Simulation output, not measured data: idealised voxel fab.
The name of this process module is voxel wiring stack.
Shown is cross-section cut, with a width of 205 nm and square cells of size 5 nm.
If you're reading a cross-section in this doc, picture square cells in a grid; it comes to you as bands, top ones listed first down to the bottom, and a band can be one or more rows of cells.
Read a band's entry like this: the first values are the height of its top and the height of its bottom in nm, and what follows is the sequence of materials from left to right, each with its width in nm. Note that "empty" is empty space, and that a single material marked "all across" reaches across the band from edge to edge.
Below 0: as-received wafer, all one material; heights counted from there. Lowest band: no bottom, goes on down, written "from 0 down".
Quick explanation for "30 to 40": the width changes in equal steps down the rows of cells, from the first number in the band's top row to the second number in its bottom row.
You'll sometimes find "remains unaltered" written for a step, and that's the way of saying that nowhere in the cross-section did a cell change during that step.
Under "Closed void entries" you'll find the enclosed gaps, the ones with no way out to the top, that are 8 cells or bigger; each reads width x height at distance, with distance counted from the left edge, everything in nm.
Note: text after step settings on the step line = simulator remark on that step.
A step's line can hold "overlay nm"; with a mask on that step, the setting says how far right of the planned place the mask lay, while a negative setting says it lay to the left.
# These are the steps we planned for the process
1,RECEIVE | material Si
2,CONFORMAL_DEP | material SiO2 | thk nm 15
3,DIRECTIONAL_DEP | material TiN | thk nm 5
4,DIRECTIONAL_DEP | material W | thk nm 25
5,DIRECTIONAL_DEP | material aC | thk nm 15
6,PATTERN | tone cover | mask id METAL_1 | material resist | width nm 20 | pitch nm 40 | thk nm 30 | overlay nm 0
7,DIRECTIONAL_ETCH | etch materials aC | depth nm 15
8,STRIP | etch materials resist
9,DIRECTIONAL_ETCH | etch materials W | depth nm 25
10,DIRECTIONAL_ETCH | etch materials TiN | depth nm 5
11,STRIP | etch materials aC
12,CONFORMAL_DEP | material SiCN | thk nm 5
13,FILL_DEP | material SiO2 | thk nm 5
14,CMP | height nm 45
15,CONFORMAL_DEP | material SiCN | thk nm 5
16,DIRECTIONAL_DEP | material lowk | thk nm 30
17,MASKED_ETCH | tone open | mask id METAL_2_HOLES | width nm 15 | pitch nm 80 | etch materials lowk | depth nm 30 | overlay nm 0
18,PATTERN | tone open | mask id METAL_2 | material resist | width nm 20 | pitch nm 40 | thk nm 20 | overlay nm 0
19,DIRECTIONAL_ETCH | etch materials lowk | depth nm 15
20,DIRECTIONAL_ETCH | etch materials SiCN | depth nm 5
21,STRIP | etch materials resist
22,CONFORMAL_DEP | material TiN | thk nm 5
23,FILL_DEP | material Cu | thk nm 5
24,CMP | height nm 80
25,CONFORMAL_DEP | material SiCN | thk nm 5
26,DIRECTIONAL_DEP | material SiO2 | thk nm 30
27,MASKED_ETCH | tone open | mask id METAL_3 | width nm 20 | pitch nm 40 | etch materials SiO2 | depth nm 15 | overlay nm 0
28,MASKED_ETCH | tone open | mask id METAL_3_HOLES | width nm 15 | pitch nm 80 | etch materials SiO2 | depth nm 15 | overlay nm 0
29,MASKED_ETCH | tone open | mask id METAL_3_HOLES | width nm 15 | pitch nm 80 | etch materials SiCN | depth nm 5 | overlay nm 0
30,CONFORMAL_DEP | material TiN | thk nm 5
31,FILL_DEP | material Ru | thk nm 5
32,CMP | height nm 115
33,CONFORMAL_DEP | material SiCN | thk nm 5
34,DIRECTIONAL_DEP | material SiO2 | thk nm 25
35,MASKED_ETCH | tone open | mask id METAL_4 | width nm 20 | pitch nm 40 | etch materials SiO2 | depth nm 15 | overlay nm 0
36,PATTERN | tone open | mask id METAL_4_HOLES | material resist | width nm 15 | pitch nm 80 | thk nm 20 | overlay nm 0
37,DIRECTIONAL_ETCH | etch materials SiO2 | depth nm 10
38,DIRECTIONAL_ETCH | etch materials SiCN | depth nm 5
39,STRIP | etch materials resist
40,CONFORMAL_DEP | material TiN | thk nm 5
41,FILL_DEP | material Ru | thk nm 10
42,CMP | height nm 145
43,CONFORMAL_DEP | material SiN | thk nm 5
# So, the first of our two wafers, run just as we planned it
# Wafer at receipt (post step 1), cross-section
* from 0 down  Si all across
* Closed void entries: none
# Take a look at the wafer's cross-section after step 2
* from 15 to 0  SiO2 all across
* Heights below 0 show no change.
# Take a look at the wafer's cross-section after step 3
* from 20 to 15  TiN all across
* Heights below 15 show no change.
# Take a look at the wafer's cross-section after step 4
* from 45 to 20  W all across
* Heights below 20 show no change.
# Take a look at the wafer's cross-section after step 5
* from 60 to 45  aC all across
* Heights below 45 show no change.
# Take a look at the wafer's cross-section after step 6
* from 90 to 60  30 of empty / 20 of resist / 20 of empty / 20 of resist / 20 of empty / 20 of resist / 20 of empty / 20 of resist / 35 of empty
* Heights below 60 show no change.
# Take a look at the wafer's cross-section after step 7
* from 75 to 60  30 of empty / 20 of resist / 20 of empty / 20 of resist / 20 of empty / 20 of resist / 20 of empty / 20 of resist / 35 of empty
* from 60 to 45  30 of empty / 20 of aC / 20 of empty / 20 of aC / 20 of empty / 20 of aC / 20 of empty / 20 of aC / 35 of empty
* Heights below 45 show no change.
# Take a look at the wafer's cross-section after step 8
* from 60 to 45  30 of empty / 20 of aC / 20 of empty / 20 of aC / 20 of empty / 20 of aC / 20 of empty / 20 of aC / 35 of empty
* Heights below 45 show no change.
# Take a look at the wafer's cross-section after step 9
* from 60 to 45  30 of empty / 20 of aC / 20 of empty / 20 of aC / 20 of empty / 20 of aC / 20 of empty / 20 of aC / 35 of empty
* from 45 to 20  30 of empty / 20 of W / 20 of empty / 20 of W / 20 of empty / 20 of W / 20 of empty / 20 of W / 35 of empty
* Heights below 20 show no change.
# Take a look at the wafer's cross-section after step 10
* from 60 to 45  30 of empty / 20 of aC / 20 of empty / 20 of aC / 20 of empty / 20 of aC / 20 of empty / 20 of aC / 35 of empty
* from 45 to 20  30 of empty / 20 of W / 20 of empty / 20 of W / 20 of empty / 20 of W / 20 of empty / 20 of W / 35 of empty
* from 20 to 15  30 of empty / 20 of TiN / 20 of empty / 20 of TiN / 20 of empty / 20 of TiN / 20 of empty / 20 of TiN / 35 of empty
* Heights below 15 show no change.
# Take a look at the wafer's cross-section after step 11
* from 45 to 20  30 of empty / 20 of W / 20 of empty / 20 of W / 20 of empty / 20 of W / 20 of empty / 20 of W / 35 of empty
* Heights below 20 show no change.
# Take a look at the wafer's cross-section after step 12
* from 50 to 45  25 of empty / 30 of SiCN / 10 of empty / 30 of SiCN / 10 of empty / 30 of SiCN / 10 of empty / 30 of SiCN / 30 of empty
* from 45 to 20  25 of empty / 5 of SiCN / 20 of W / 5 of SiCN / 10 of empty / 5 of SiCN / 20 of W / 5 of SiCN / 10 of empty / 5 of SiCN / 20 of W / 5 of SiCN / 10 of empty / 5 of SiCN / 20 of W / 5 of SiCN / 30 of empty
* from 20 to 15  30 of SiCN / 20 of TiN / 20 of SiCN / 20 of TiN / 20 of SiCN / 20 of TiN / 20 of SiCN / 20 of TiN / 35 of SiCN
* Heights below 15 show no change.
# Take a look at the wafer's cross-section after step 13
* from 55 to 50  SiO2 all across
* from 50 to 45  25 of SiO2 / 30 of SiCN / 10 of SiO2 / 30 of SiCN / 10 of SiO2 / 30 of SiCN / 10 of SiO2 / 30 of SiCN / 30 of SiO2
* from 45 to 20  25 of SiO2 / 5 of SiCN / 20 of W / 5 of SiCN / 10 of SiO2 / 5 of SiCN / 20 of W / 5 of SiCN / 10 of SiO2 / 5 of SiCN / 20 of W / 5 of SiCN / 10 of SiO2 / 5 of SiCN / 20 of W / 5 of SiCN / 30 of SiO2
* Heights below 20 show no change.
# Take a look at the wafer's cross-section after step 14
* from 45 to 20  25 of SiO2 / 5 of SiCN / 20 of W / 5 of SiCN / 10 of SiO2 / 5 of SiCN / 20 of W / 5 of SiCN / 10 of SiO2 / 5 of SiCN / 20 of W / 5 of SiCN / 10 of SiO2 / 5 of SiCN / 20 of W / 5 of SiCN / 30 of SiO2
* Heights below 20 show no change.
# Take a look at the wafer's cross-section after step 15
* from 50 to 45  SiCN all across
* Heights below 45 show no change.
# Take a look at the wafer's cross-section after step 16
* from 80 to 50  lowk all across
* Heights below 50 show no change.
# Take a look at the wafer's cross-section after step 17
* from 80 to 50  30 of lowk / 15 of empty / 65 of lowk / 15 of empty / 80 of lowk
* Heights below 50 show no change.
# Take a look at the wafer's cross-section after step 18
* from 100 to 80  30 of resist / 20 of empty / 20 of resist / 20 of empty / 20 of resist / 20 of empty / 20 of resist / 20 of empty / 35 of resist
* Heights below 80 show no change.
# Take a look at the wafer's cross-section after step 19
* from 100 to 80  30 of resist / 20 of empty / 20 of resist / 20 of empty / 20 of resist / 20 of empty / 20 of resist / 20 of empty / 35 of resist
* from 80 to 65  30 of lowk / 20 of empty / 20 of lowk / 20 of empty / 20 of lowk / 20 of empty / 20 of lowk / 20 of empty / 35 of lowk
* Heights below 65 show no change.
# Take a look at the wafer's cross-section after step 20
* from 100 to 80  30 of resist / 20 of empty / 20 of resist / 20 of empty / 20 of resist / 20 of empty / 20 of resist / 20 of empty / 35 of resist
* from 80 to 65  30 of lowk / 20 of empty / 20 of lowk / 20 of empty / 20 of lowk / 20 of empty / 20 of lowk / 20 of empty / 35 of lowk
* from 65 to 50  30 of lowk / 15 of empty / 65 of lowk / 15 of empty / 80 of lowk
* from 50 to 45  30 of SiCN / 15 of empty / 65 of SiCN / 15 of empty / 80 of SiCN
* Heights below 45 show no change.
# Take a look at the wafer's cross-section after step 21
* from 80 to 65  30 of lowk / 20 of empty / 20 of lowk / 20 of empty / 20 of lowk / 20 of empty / 20 of lowk / 20 of empty / 35 of lowk
* Heights below 65 show no change.
# Take a look at the wafer's cross-section after step 22
* from 85 to 80  35 of TiN / 10 of empty / 30 of TiN / 10 of empty / 30 of TiN / 10 of empty / 30 of TiN / 10 of empty / 40 of TiN
* from 80 to 70  30 of lowk / 5 of TiN / 10 of empty / 5 of TiN / 20 of lowk / 5 of TiN / 10 of empty / 5 of TiN / 20 of lowk / 5 of TiN / 10 of empty / 5 of TiN / 20 of lowk / 5 of TiN / 10 of empty / 5 of TiN / 35 of lowk
* from 70 to 65  30 of lowk / 5 of TiN / 5 of empty / 10 of TiN / 20 of lowk / 20 of TiN / 20 of lowk / 5 of TiN / 5 of empty / 10 of TiN / 20 of lowk / 20 of TiN / 35 of lowk
* from 65 to 50  30 of lowk / 5 of TiN / 5 of empty / 5 of TiN / 65 of lowk / 5 of TiN / 5 of empty / 5 of TiN / 80 of lowk
* from 50 to 45  30 of SiCN / 15 of TiN / 65 of SiCN / 15 of TiN / 80 of SiCN
* Heights below 45 show no change.
# Take a look at the wafer's cross-section after step 23
* from 90 to 85  Cu all across
* from 85 to 80  35 of TiN / 10 of Cu / 30 of TiN / 10 of Cu / 30 of TiN / 10 of Cu / 30 of TiN / 10 of Cu / 40 of TiN
* from 80 to 70  30 of lowk / 5 of TiN / 10 of Cu / 5 of TiN / 20 of lowk / 5 of TiN / 10 of Cu / 5 of TiN / 20 of lowk / 5 of TiN / 10 of Cu / 5 of TiN / 20 of lowk / 5 of TiN / 10 of Cu / 5 of TiN / 35 of lowk
* from 70 to 65  30 of lowk / 5 of TiN / 5 of Cu / 10 of TiN / 20 of lowk / 20 of TiN / 20 of lowk / 5 of TiN / 5 of Cu / 10 of TiN / 20 of lowk / 20 of TiN / 35 of lowk
* from 65 to 50  30 of lowk / 5 of TiN / 5 of Cu / 5 of TiN / 65 of lowk / 5 of TiN / 5 of Cu / 5 of TiN / 80 of lowk
* Heights below 50 show no change.
# Take a look at the wafer's cross-section after step 24
* from 80 to 70  30 of lowk / 5 of TiN / 10 of Cu / 5 of TiN / 20 of lowk / 5 of TiN / 10 of Cu / 5 of TiN / 20 of lowk / 5 of TiN / 10 of Cu / 5 of TiN / 20 of lowk / 5 of TiN / 10 of Cu / 5 of TiN / 35 of lowk
* Heights below 70 show no change.
# Take a look at the wafer's cross-section after step 25
* from 85 to 80  SiCN all across
* Heights below 80 show no change.
# Take a look at the wafer's cross-section after step 26
* from 115 to 85  SiO2 all across
* Heights below 85 show no change.
# Take a look at the wafer's cross-section after step 27
* from 115 to 100  30 of SiO2 / 20 of empty / 20 of SiO2 / 20 of empty / 20 of SiO2 / 20 of empty / 20 of SiO2 / 20 of empty / 35 of SiO2
* Heights below 100 show no change.
# Take a look at the wafer's cross-section after step 28
* from 115 to 100  30 of SiO2 / 20 of empty / 20 of SiO2 / 20 of empty / 20 of SiO2 / 20 of empty / 20 of SiO2 / 20 of empty / 35 of SiO2
* from 100 to 85  30 of SiO2 / 15 of empty / 65 of SiO2 / 15 of empty / 80 of SiO2
* Heights below 85 show no change.
# Take a look at the wafer's cross-section after step 29
* from 115 to 100  30 of SiO2 / 20 of empty / 20 of SiO2 / 20 of empty / 20 of SiO2 / 20 of empty / 20 of SiO2 / 20 of empty / 35 of SiO2
* from 100 to 85  30 of SiO2 / 15 of empty / 65 of SiO2 / 15 of empty / 80 of SiO2
* from 85 to 80  30 of SiCN / 15 of empty / 65 of SiCN / 15 of empty / 80 of SiCN
* Heights below 80 show no change.
# Take a look at the wafer's cross-section after step 30
* from 120 to 115  35 of TiN / 10 of empty / 30 of TiN / 10 of empty / 30 of TiN / 10 of empty / 30 of TiN / 10 of empty / 40 of TiN
* from 115 to 105  30 of SiO2 / 5 of TiN / 10 of empty / 5 of TiN / 20 of SiO2 / 5 of TiN / 10 of empty / 5 of TiN / 20 of SiO2 / 5 of TiN / 10 of empty / 5 of TiN / 20 of SiO2 / 5 of TiN / 10 of empty / 5 of TiN / 35 of SiO2
* from 105 to 100  30 of SiO2 / 5 of TiN / 5 of empty / 10 of TiN / 20 of SiO2 / 20 of TiN / 20 of SiO2 / 5 of TiN / 5 of empty / 10 of TiN / 20 of SiO2 / 20 of TiN / 35 of SiO2
* from 100 to 85  30 of SiO2 / 5 of TiN / 5 of empty / 5 of TiN / 65 of SiO2 / 5 of TiN / 5 of empty / 5 of TiN / 80 of SiO2
* from 85 to 80  30 of SiCN / 15 of TiN / 65 of SiCN / 15 of TiN / 80 of SiCN
* Heights below 80 show no change.
# Take a look at the wafer's cross-section after step 31
* from 125 to 120  Ru all across
* from 120 to 115  35 of TiN / 10 of Ru / 30 of TiN / 10 of Ru / 30 of TiN / 10 of Ru / 30 of TiN / 10 of Ru / 40 of TiN
* from 115 to 105  30 of SiO2 / 5 of TiN / 10 of Ru / 5 of TiN / 20 of SiO2 / 5 of TiN / 10 of Ru / 5 of TiN / 20 of SiO2 / 5 of TiN / 10 of Ru / 5 of TiN / 20 of SiO2 / 5 of TiN / 10 of Ru / 5 of TiN / 35 of SiO2
* from 105 to 100  30 of SiO2 / 5 of TiN / 5 of Ru / 10 of TiN / 20 of SiO2 / 20 of TiN / 20 of SiO2 / 5 of TiN / 5 of Ru / 10 of TiN / 20 of SiO2 / 20 of TiN / 35 of SiO2
* from 100 to 85  30 of SiO2 / 5 of TiN / 5 of Ru / 5 of TiN / 65 of SiO2 / 5 of TiN / 5 of Ru / 5 of TiN / 80 of SiO2
* Heights below 85 show no change.
# Take a look at the wafer's cross-section after step 32
* from 115 to 105  30 of SiO2 / 5 of TiN / 10 of Ru / 5 of TiN / 20 of SiO2 / 5 of TiN / 10 of Ru / 5 of TiN / 20 of SiO2 / 5 of TiN / 10 of Ru / 5 of TiN / 20 of SiO2 / 5 of TiN / 10 of Ru / 5 of TiN / 35 of SiO2
* Heights below 105 show no change.
# Take a look at the wafer's cross-section after step 33
* from 120 to 115  SiCN all across
* Heights below 115 show no change.
# Take a look at the wafer's cross-section after step 34
* from 145 to 120  SiO2 all across
* Heights below 120 show no change.
# Take a look at the wafer's cross-section after step 35
* from 145 to 130  30 of SiO2 / 20 of empty / 20 of SiO2 / 20 of empty / 20 of SiO2 / 20 of empty / 20 of SiO2 / 20 of empty / 35 of SiO2
* Heights below 130 show no change.
# Take a look at the wafer's cross-section after step 36
* from 165 to 145  30 of resist / 15 of empty / 65 of resist / 15 of empty / 80 of resist
* from 145 to 130  30 of SiO2 / 15 of empty / 5 of resist / 20 of SiO2 / 20 of resist / 20 of SiO2 / 15 of empty / 5 of resist / 20 of SiO2 / 20 of resist / 35 of SiO2
* Heights below 130 show no change.
# Take a look at the wafer's cross-section after step 37
* from 165 to 145  30 of resist / 15 of empty / 65 of resist / 15 of empty / 80 of resist
* from 145 to 130  30 of SiO2 / 15 of empty / 5 of resist / 20 of SiO2 / 20 of resist / 20 of SiO2 / 15 of empty / 5 of resist / 20 of SiO2 / 20 of resist / 35 of SiO2
* from 130 to 120  30 of SiO2 / 15 of empty / 65 of SiO2 / 15 of empty / 80 of SiO2
* Heights below 120 show no change.
# Take a look at the wafer's cross-section after step 38
* from 165 to 145  30 of resist / 15 of empty / 65 of resist / 15 of empty / 80 of resist
* from 145 to 130  30 of SiO2 / 15 of empty / 5 of resist / 20 of SiO2 / 20 of resist / 20 of SiO2 / 15 of empty / 5 of resist / 20 of SiO2 / 20 of resist / 35 of SiO2
* from 130 to 120  30 of SiO2 / 15 of empty / 65 of SiO2 / 15 of empty / 80 of SiO2
* from 120 to 115  30 of SiCN / 15 of empty / 65 of SiCN / 15 of empty / 80 of SiCN
* Heights below 115 show no change.
# Take a look at the wafer's cross-section after step 39
* from 145 to 130  30 of SiO2 / 20 of empty / 20 of SiO2 / 20 of empty / 20 of SiO2 / 20 of empty / 20 of SiO2 / 20 of empty / 35 of SiO2
* Heights below 130 show no change.
# Take a look at the wafer's cross-section after step 40
* from 150 to 145  35 of TiN / 10 of empty / 30 of TiN / 10 of empty / 30 of TiN / 10 of empty / 30 of TiN / 10 of empty / 40 of TiN
* from 145 to 135  30 of SiO2 / 5 of TiN / 10 of empty / 5 of TiN / 20 of SiO2 / 5 of TiN / 10 of empty / 5 of TiN / 20 of SiO2 / 5 of TiN / 10 of empty / 5 of TiN / 20 of SiO2 / 5 of TiN / 10 of empty / 5 of TiN / 35 of SiO2
* from 135 to 130  30 of SiO2 / 5 of TiN / 5 of empty / 10 of TiN / 20 of SiO2 / 20 of TiN / 20 of SiO2 / 5 of TiN / 5 of empty / 10 of TiN / 20 of SiO2 / 20 of TiN / 35 of SiO2
* from 130 to 120  30 of SiO2 / 5 of TiN / 5 of empty / 5 of TiN / 65 of SiO2 / 5 of TiN / 5 of empty / 5 of TiN / 80 of SiO2
* from 120 to 115  30 of SiCN / 15 of TiN / 65 of SiCN / 15 of TiN / 80 of SiCN
* Heights below 115 show no change.
# Take a look at the wafer's cross-section after step 41
* from 160 to 150  Ru all across
* from 150 to 145  35 of TiN / 10 of Ru / 30 of TiN / 10 of Ru / 30 of TiN / 10 of Ru / 30 of TiN / 10 of Ru / 40 of TiN
* from 145 to 135  30 of SiO2 / 5 of TiN / 10 of Ru / 5 of TiN / 20 of SiO2 / 5 of TiN / 10 of Ru / 5 of TiN / 20 of SiO2 / 5 of TiN / 10 of Ru / 5 of TiN / 20 of SiO2 / 5 of TiN / 10 of Ru / 5 of TiN / 35 of SiO2
* from 135 to 130  30 of SiO2 / 5 of TiN / 5 of Ru / 10 of TiN / 20 of SiO2 / 20 of TiN / 20 of SiO2 / 5 of TiN / 5 of Ru / 10 of TiN / 20 of SiO2 / 20 of TiN / 35 of SiO2
* from 130 to 120  30 of SiO2 / 5 of TiN / 5 of Ru / 5 of TiN / 65 of SiO2 / 5 of TiN / 5 of Ru / 5 of TiN / 80 of SiO2
* Heights below 120 show no change.
# Take a look at the wafer's cross-section after step 42
* from 145 to 135  30 of SiO2 / 5 of TiN / 10 of Ru / 5 of TiN / 20 of SiO2 / 5 of TiN / 10 of Ru / 5 of TiN / 20 of SiO2 / 5 of TiN / 10 of Ru / 5 of TiN / 20 of SiO2 / 5 of TiN / 10 of Ru / 5 of TiN / 35 of SiO2
* Heights below 135 show no change.
# Take a look at the wafer's cross-section after step 43
* from 150 to 145  SiN all across
* Heights below 145 show no change.
# The remaining wafer, second of the two, started like the first and was run to the same plan, except that one mistake was made along the way; the two coincide through step 34, inclusive
# Cross-section of the second wafer at the time by which step 35 should have been completed according to the plan
* from 145 to 130  25 of SiO2 / 20 of empty / 20 of SiO2 / 20 of empty / 20 of SiO2 / 20 of empty / 20 of SiO2 / 20 of empty / 40 of SiO2
* Heights below 130 show no change.
# Cross-section of the second wafer at the time by which step 36 should have been completed according to the plan
* from 165 to 145  30 of resist / 15 of empty / 65 of resist / 15 of empty / 80 of resist
* from 145 to 130  25 of SiO2 / 5 of resist / 15 of empty / 20 of SiO2 / 20 of resist / 20 of SiO2 / 5 of resist / 15 of empty / 20 of SiO2 / 20 of resist / 40 of SiO2
* Heights below 130 show no change.
# Cross-section of the second wafer at the time by which step 37 should have been completed according to the plan
* from 165 to 145  30 of resist / 15 of empty / 65 of resist / 15 of empty / 80 of resist
* from 145 to 130  25 of SiO2 / 5 of resist / 15 of empty / 20 of SiO2 / 20 of resist / 20 of SiO2 / 5 of resist / 15 of empty / 20 of SiO2 / 20 of resist / 40 of SiO2
* from 130 to 120  30 of SiO2 / 15 of empty / 65 of SiO2 / 15 of empty / 80 of SiO2
* Heights below 120 show no change.
# Cross-section of the second wafer at the time by which step 38 should have been completed according to the plan
* from 165 to 145  30 of resist / 15 of empty / 65 of resist / 15 of empty / 80 of resist
* from 145 to 130  25 of SiO2 / 5 of resist / 15 of empty / 20 of SiO2 / 20 of resist / 20 of SiO2 / 5 of resist / 15 of empty / 20 of SiO2 / 20 of resist / 40 of SiO2
* from 130 to 120  30 of SiO2 / 15 of empty / 65 of SiO2 / 15 of empty / 80 of SiO2
* from 120 to 115  30 of SiCN / 15 of empty / 65 of SiCN / 15 of empty / 80 of SiCN
* Heights below 115 show no change.
# Cross-section of the second wafer at the time by which step 39 should have been completed according to the plan
* from 145 to 130  25 of SiO2 / 20 of empty / 20 of SiO2 / 20 of empty / 20 of SiO2 / 20 of empty / 20 of SiO2 / 20 of empty / 40 of SiO2
* Heights below 130 show no change.
# Cross-section of the second wafer at the time by which step 40 should have been completed according to the plan
* from 150 to 145  30 of TiN / 10 of empty / 30 of TiN / 10 of empty / 30 of TiN / 10 of empty / 30 of TiN / 10 of empty / 45 of TiN
* from 145 to 135  25 of SiO2 / 5 of TiN / 10 of empty / 5 of TiN / 20 of SiO2 / 5 of TiN / 10 of empty / 5 of TiN / 20 of SiO2 / 5 of TiN / 10 of empty / 5 of TiN / 20 of SiO2 / 5 of TiN / 10 of empty / 5 of TiN / 40 of SiO2
* from 135 to 130  25 of SiO2 / 10 of TiN / 5 of empty / 5 of TiN / 20 of SiO2 / 20 of TiN / 20 of SiO2 / 10 of TiN / 5 of empty / 5 of TiN / 20 of SiO2 / 20 of TiN / 40 of SiO2
* from 130 to 120  30 of SiO2 / 5 of TiN / 5 of empty / 5 of TiN / 65 of SiO2 / 5 of TiN / 5 of empty / 5 of TiN / 80 of SiO2
* from 120 to 115  30 of SiCN / 15 of TiN / 65 of SiCN / 15 of TiN / 80 of SiCN
* Heights below 115 show no change.
# Cross-section of the second wafer at the time by which step 41 should have been completed according to the plan
* from 160 to 150  Ru all across
* from 150 to 145  30 of TiN / 10 of Ru / 30 of TiN / 10 of Ru / 30 of TiN / 10 of Ru / 30 of TiN / 10 of Ru / 45 of TiN
* from 145 to 135  25 of SiO2 / 5 of TiN / 10 of Ru / 5 of TiN / 20 of SiO2 / 5 of TiN / 10 of Ru / 5 of TiN / 20 of SiO2 / 5 of TiN / 10 of Ru / 5 of TiN / 20 of SiO2 / 5 of TiN / 10 of Ru / 5 of TiN / 40 of SiO2
* from 135 to 130  25 of SiO2 / 10 of TiN / 5 of Ru / 5 of TiN / 20 of SiO2 / 20 of TiN / 20 of SiO2 / 10 of TiN / 5 of Ru / 5 of TiN / 20 of SiO2 / 20 of TiN / 40 of SiO2
* from 130 to 120  30 of SiO2 / 5 of TiN / 5 of Ru / 5 of TiN / 65 of SiO2 / 5 of TiN / 5 of Ru / 5 of TiN / 80 of SiO2
* Heights below 120 show no change.
# Cross-section of the second wafer at the time by which step 42 should have been completed according to the plan
* from 145 to 135  25 of SiO2 / 5 of TiN / 10 of Ru / 5 of TiN / 20 of SiO2 / 5 of TiN / 10 of Ru / 5 of TiN / 20 of SiO2 / 5 of TiN / 10 of Ru / 5 of TiN / 20 of SiO2 / 5 of TiN / 10 of Ru / 5 of TiN / 40 of SiO2
* Heights below 135 show no change.
# Cross-section of the second wafer at the time by which step 43 should have been completed according to the plan
* from 150 to 145  SiN all across
* Heights below 145 show no change.
What was the processing mistake? step 35 ran as: MASKED_ETCH | tone open | mask id METAL_4 | width nm 20 | pitch nm 40 | etch materials SiO2 | depth nm 15 | overlay nm -5
End check, second vs first wafer: material counts in cells match, positions do not.
